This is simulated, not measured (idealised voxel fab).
Proc. module: voxel fin reveal
Shown is cross-section cut, with a width of 255 nm and square cells of size 5 nm.
How to read a cross-section here: the picture is a grid of square cells, written as bands going from the top down, and any band can span one or more rows of cells. This entry defines a band. It first specifies the height of the band's top and the height of its bottom in nm, and then specifies the band's materials from left to right, stating each material with its width in nm. The word "edge to edge" identifies a single material that fills the band from edge to edge, while the word "blank" identifies empty space. For the purposes of this specification, 0 denotes the height below which the wafer in its as-received condition is composed wholly of one material, and the lowermost band, lacking a lower limit, extends downward without end, as expressed in "top 0, no bottom". Graded width ("30..40"): value in top row of band = first number; value in bottom row = second number; row-to-row change constant. Step marked "no change"? Then no cell in the cross-section changed in it. The list in "Closed void catalog" covers empty spaces of 8 cells or more that cannot reach the top through any open way, and it gives each as width x height at distance; the distance is from the left edge, and width, height and distance are in nm. Where a step's line continues beyond its settings, the continuation is a remark by the simulator itself on that step. The line of a step may include "overlay nm". On a step with a mask, this value is how far to the right of its planned place the mask lay. A negative value means the mask lay to the left.

THE FOLLOWING LIST GIVES THE PLANNED PROCESS STEPS
1: RECEIVE with material Si
2: CONFORMAL_DEP with material SiN, thk nm 10
3: DIRECTIONAL_DEP with material aC, thk nm 15
4: PATTERN with tone cover, mask id FINS, material resist, width nm 15, pitch nm 35, thk nm 30, overlay nm 0
5: DIRECTIONAL_ETCH with etch materials aC, depth nm 15
6: STRIP with etch materials resist
7: DIRECTIONAL_ETCH with etch materials SiN, depth nm 10
8: DIRECTIONAL_ETCH with etch materials Si, depth nm 30
9: STRIP with etch materials aC
10: OXIDIZE with depth nm 5
11: FILL_DEP with material SiO2, thk nm 5
12: CMP with height nm 10
13: SELECTIVE_ETCH with etch materials SiO2, depth nm 30
14: STRIP with etch materials SiN

THIS IS THE CROSS-SECTION OF THE WAFER AS WE RECEIVED IT, I.E. AFTER STEP 1
top 0, no bottom | Si edge to edge
Closed void catalog: none

CROSS-SECTION: FIRST OF TWO WAFERS, MODULE FINISHED, RUN ACCORDING TO PLAN
top 0, bottom -20 | blank 105 nm, Si 5 nm, blank 30 nm, Si 5 nm, blank 110 nm
top -20, bottom -35 | SiO2 105 nm, Si 5 nm, SiO2 30 nm, Si 5 nm, SiO2 110 nm
top -35, no bottom | Si edge to edge
Closed void catalog: none

CROSS-SECTIONAL VIEW: SECOND OF TWO WAFERS, END OF MODULE; START AND PLAN IDENTICAL TO THE FIRST, ONE MISTAKE IN RUNNING
top 0, bottom -20 | blank 100 nm, Si 5 nm, blank 30 nm, Si 5 nm, blank 115 nm
top -20, bottom -35 | SiO2 100 nm, Si 5 nm, SiO2 30 nm, Si 5 nm, SiO2 115 nm
top -35, no bottom | Si edge to edge
Closed void catalog: none
What went wrong in running the wafer? not per plan at step 4, really ran PATTERN with tone cover, mask id FINS, material resist, width nm 15, pitch nm 35, thk nm 30, overlay nm -5
Both wafers, final: cells per material equal; arrangement not.
